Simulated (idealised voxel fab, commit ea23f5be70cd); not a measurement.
process module | voxel self aligned contacts
cross-section cut | 300 nm wide | cells 5 nm
A cross-section is a grid of square cells, given in bands from the top down. A band is one or more rows of cells.
Each band's line starts with the height of the band's top and of its bottom, in nm. Then come its materials from left to right, each with its width in nm. One material with "throughout" fills the band from edge to edge. "air" is empty space.
Height 0 is the level under which the wafer as received is all one material. The lowest band goes on downwards, as in "0 down".
A width such as "30 to 40" changes by the same amount from each row of cells to the next, from the band's top row to its bottom row.
"no change" after a step means that no cell of the cross-section changed.
closed voids: empty space of 8 cells or more with no open way to the top, each as width x height at its distance from the left edge, in nm
after a step's settings: what the simulator itself notes on the step
overlay nm, on a step with a mask: how far to the right of its planned place the mask lay; to the left if negative
plan
1 op RECEIVE | material Si
2 op OXIDIZE | depth nm 5
3 op DIRECTIONAL_DEP | material polySi | thk nm 20
4 op DIRECTIONAL_DEP | material SiN | thk nm 15
5 op PATTERN | tone cover | mask id GATE | material resist | width nm 35 | pitch nm 60 | thk nm 20 | overlay nm 0
6 op DIRECTIONAL_ETCH | etch materials SiN | depth nm 15
7 op DIRECTIONAL_ETCH | etch materials polySi | depth nm 20
8 op STRIP | etch materials resist
9 op CONFORMAL_DEP | material SiN | thk nm 5
10 op DIRECTIONAL_ETCH | etch materials SiN | depth nm 5
11 op FILL_DEP | material SiO2 | thk nm 15
12 op CMP | height nm 45
13 op PATTERN | tone open | mask id CONTACT | material resist | width nm 35 | thk nm 15 | overlay nm 0
14 op DIRECTIONAL_ETCH | etch materials SiO2 | depth nm 50
15 op STRIP | etch materials resist
16 op CONFORMAL_DEP | material TiN | thk nm 5
17 op FILL_DEP | material Ru | thk nm 10
18 op CMP | height nm 45
19 op CONFORMAL_DEP | material SiN | thk nm 5
first wafer, as planned
as received, after step 1
  0 down: Si throughout
  closed voids: none
after step 2
  0 to -5: SiO2 throughout
  below -5: unchanged
after step 3
  20 to 0: polySi throughout
  below 0: unchanged
after step 4
  35 to 20: SiN throughout
  below 20: unchanged
after step 5
  55 to 35: air 100 | resist 35 | air 25 | resist 35 | air 105
  below 35: unchanged
after step 6
  55 to 35: air 100 | resist 35 | air 25 | resist 35 | air 105
  35 to 20: air 100 | SiN 35 | air 25 | SiN 35 | air 105
  below 20: unchanged
after step 7
  55 to 35: air 100 | resist 35 | air 25 | resist 35 | air 105
  35 to 20: air 100 | SiN 35 | air 25 | SiN 35 | air 105
  20 to 0: air 100 | polySi 35 | air 25 | polySi 35 | air 105
  below 0: unchanged
after step 8
  35 to 20: air 100 | SiN 35 | air 25 | SiN 35 | air 105
  below 20: unchanged
after step 9
  40 to 20: air 95 | SiN 45 | air 15 | SiN 45 | air 100
  20 to 5: air 95 | SiN 5 | polySi 35 | SiN 5 | air 15 | SiN 5 | polySi 35 | SiN 5 | air 100
  5 to 0: SiN 100 | polySi 35 | SiN 25 | polySi 35 | SiN 105
  below 0: unchanged
after step 10
  35 to 20: air 95 | SiN 45 | air 15 | SiN 45 | air 100
  20 to 0: air 95 | SiN 5 | polySi 35 | SiN 5 | air 15 | SiN 5 | polySi 35 | SiN 5 | air 100
  below 0: unchanged
after step 11
  50 to 35: SiO2 throughout
  35 to 20: SiO2 95 | SiN 45 | SiO2 15 | SiN 45 | SiO2 100
  20 to 0: SiO2 95 | SiN 5 | polySi 35 | SiN 5 | SiO2 15 | SiN 5 | polySi 35 | SiN 5 | SiO2 100
  below 0: unchanged
after step 12
  45 to 35: SiO2 throughout
  below 35: unchanged
after step 13
  60 to 45: resist 130 | air 35 | resist 135
  below 45: unchanged
after step 14
  60 to 45: resist 130 | air 35 | resist 135
  45 to 35: SiO2 130 | air 35 | SiO2 135
  35 to 20: SiO2 95 | SiN 45 | air 15 | SiN 45 | SiO2 100
  20 to 0: SiO2 95 | SiN 5 | polySi 35 | SiN 5 | air 15 | SiN 5 | polySi 35 | SiN 5 | SiO2 100
  0 to -5: SiO2 140 | air 15 | SiO2 145
  below -5: unchanged
after step 15
  45 to 35: SiO2 130 | air 35 | SiO2 135
  below 35: unchanged
after step 16
  50 to 45: TiN 135 | air 25 | TiN 140
  45 to 35: SiO2 130 | TiN 5 to 15 | air 25 to 5 | TiN 5 to 15 | SiO2 135
  35 to 20: SiO2 95 | SiN 45 | TiN 5 | air 5 | TiN 5 | SiN 45 | SiO2 100
  20 to 0: SiO2 95 | SiN 5 | polySi 35 | SiN 5 | TiN 5 | air 5 | TiN 5 | SiN 5 | polySi 35 | SiN 5 | SiO2 100
  0 to -5: SiO2 140 | TiN 15 | SiO2 145
  below -5: unchanged
after step 17
  60 to 50: Ru throughout
  50 to 45: TiN 135 | Ru 25 | TiN 140
  45 to 35: SiO2 130 | TiN 5 to 15 | Ru 25 to 5 | TiN 5 to 15 | SiO2 135
  35 to 20: SiO2 95 | SiN 45 | TiN 5 | Ru 5 | TiN 5 | SiN 45 | SiO2 100
  20 to 0: SiO2 95 | SiN 5 | polySi 35 | SiN 5 | TiN 5 | Ru 5 | TiN 5 | SiN 5 | polySi 35 | SiN 5 | SiO2 100
  below 0: unchanged
after step 18
  45 to 35: SiO2 130 | TiN 5 to 15 | Ru 25 to 5 | TiN 5 to 15 | SiO2 135
  below 35: unchanged
after step 19
  50 to 45: SiN throughout
  below 45: unchanged
second wafer: like start, like plan, one mistake. Through step 12 it matches the first wafer
when step 13 should have ended
  60 to 45: air 130 | resist 35 | air 135
  below 45: unchanged
when step 14 should have ended
  60 to 45: air 130 | resist 35 | air 135
  45 to 35: air 130 | SiO2 35 | air 135
  35 to 20: air 95 | SiN 45 | SiO2 15 | SiN 45 | air 100
  20 to 0: air 95 | SiN 5 | polySi 35 | SiN 5 | SiO2 15 | SiN 5 | polySi 35 | SiN 5 | air 100
  0 to -5: air 95 | SiO2 105 | air 100
  below -5: unchanged
when step 15 should have ended
  45 to 35: air 130 | SiO2 35 | air 135
  below 35: unchanged
when step 16 should have ended
  50 to 45: air 125 | TiN 45 | air 130
  45 to 35: air 125 to 90 | TiN 5 to 40 | SiO2 35 | TiN 5 to 40 | air 130 to 95
  35 to 20: air 90 | TiN 5 | SiN 45 | SiO2 15 | SiN 45 | TiN 5 | air 95
  20 to 0: air 90 | TiN 5 | SiN 5 | polySi 35 | SiN 5 | SiO2 15 | SiN 5 | polySi 35 | SiN 5 | TiN 5 | air 95
  0 to -5: TiN 95 | SiO2 105 | TiN 100
  below -5: unchanged
when step 17 should have ended
  60 to 50: Ru throughout
  50 to 45: Ru 125 | TiN 45 | Ru 130
  45 to 35: Ru 125 to 90 | TiN 5 to 40 | SiO2 35 | TiN 5 to 40 | Ru 130 to 95
  35 to 20: Ru 90 | TiN 5 | SiN 45 | SiO2 15 | SiN 45 | TiN 5 | Ru 95
  20 to 0: Ru 90 | TiN 5 | SiN 5 | polySi 35 | SiN 5 | SiO2 15 | SiN 5 | polySi 35 | SiN 5 | TiN 5 | Ru 95
  below 0: unchanged
when step 18 should have ended
  45 to 35: Ru 125 to 90 | TiN 5 to 40 | SiO2 35 | TiN 5 to 40 | Ru 130 to 95
  below 35: unchanged
when step 19 should have ended
  50 to 45: SiN throughout
  below 45: unchanged
what went wrong: step 13 ran as: op PATTERN | tone cover | mask id CONTACT | material resist | width nm 35 | thk nm 15 | overlay nm 0
at the end the second wafer has, in cells: 334 more of Ru | 380 fewer of SiO2 | 46 more of TiN
